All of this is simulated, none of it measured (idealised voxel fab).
The process module that follows is named voxel released beams.
In the cross-section labelled cut, the width is 230 nm and each square cell is 5 nm.
Think of the cross-section as a grid of square cells. We describe it in bands, top to bottom, and each band covers one or more rows of those cells. First you get the band's top height and its bottom height, in nm, and then the materials it's made of, left to right, with each width in nm. If you see a single material with "all across", that one covers the band edge to edge. "empty" is empty space. Basically, 0 is our baseline, since under it the wafer straight out of the box is all one material. The bottom band has no lower end and keeps on going down, so it looks like "from 0 down". Top row gets the first number, bottom row gets the second, and each row in between changes by the same step: that is how a band width like "30..40" works. "everything unchanged" after a step means that no cell of the cross-section changed. The entry titled "Trapped void list" provides the empty spaces that have no open way to the top, restricted to those of 8 cells or more. Each is presented as width x height at distance, the distance being measured from the left edge, with all three in nm. That trailing text on a step's line, after the settings, is the simulator's own remark on the step. A step's line can hold "overlay nm"; with a mask on that step, the setting says how far right of the planned place the mask lay, while a negative setting says it lay to the left.
INTENDED PROCESS STEPS
1) RECEIVE, material Si
2) CONFORMAL_DEP, material SiN, thk nm 5
3) DIRECTIONAL_DEP, material SiO2, thk nm 20
4) DIRECTIONAL_DEP, material aC, thk nm 10
5) PATTERN, tone open, mask id ANCHOR, material resist, width nm 25, thk nm 30, overlay nm 0
6) DIRECTIONAL_ETCH, etch materials aC, depth nm 10
7) STRIP, etch materials resist
8) DIRECTIONAL_ETCH, etch materials SiO2, depth nm 20
9) STRIP, etch materials aC
10) CONFORMAL_DEP, material polySi, thk nm 10
11) DIRECTIONAL_DEP, material aC, thk nm 15
12) PATTERN, tone cover, mask id BEAM, material resist, width nm 100, thk nm 30, overlay nm 0
13) DIRECTIONAL_ETCH, etch materials aC, depth nm 15
14) STRIP, etch materials resist
15) DIRECTIONAL_ETCH, etch materials polySi, depth nm 10
16) STRIP, etch materials aC
17) STRIP, etch materials SiO2
Split variable: width nm, step 12. Plan value = first wafer. Wafers start alike.
RECEIVED WAFERS, FIRST OF SEVERAL: CROSS-SECTION AFTER STEP 1
  from 0 down | Si all across
  Trapped void list: none
END-OF-MODULE CROSS-SECTION, FIRST OF SEVERAL WAFERS, AFTER LAST STEP 17
  from 35 to 25 | 60 empty, then 10 polySi, then 5 empty, then 85 polySi, then 70 empty
  from 25 to 15 | 60 empty, then 10 polySi, then 5 empty, then 10 polySi, then 145 empty
  from 15 to 5 | 60 empty, then 25 polySi, then 145 empty
  from 5 to 0 | SiN all across
  from 0 down | Si all across
  Trapped void list: none
MODULE END, FINAL WAFER: CROSS-SECTION
  from 35 to 25 | 50 empty, then 20 polySi, then 5 empty, then 100 polySi, then 55 empty
  from 25 to 15 | 60 empty, then 10 polySi, then 5 empty, then 10 polySi, then 145 empty
  from 15 to 5 | 60 empty, then 25 polySi, then 145 empty
  from 5 to 0 | SiN all across
  from 0 down | Si all across
  Trapped void list: none
END OF MODULE, BY WAFER: MATERIAL-BY-MATERIAL CELL GAIN (+) OR LOSS (-) SINCE RECEIPT, THEN CLOSED VOIDS
width nm 100 | +46 SiN | +56 polySi | Trapped void list: none
width nm 105 | +46 SiN | +58 polySi | Trapped void list: none
width nm 110 | +46 SiN | +60 polySi | Trapped void list: none
width nm 115 | +46 SiN | +62 polySi | Trapped void list: none
width nm 120 | +46 SiN | +64 polySi | Trapped void list: none
width nm 125 | +46 SiN | +66 polySi | Trapped void list: none
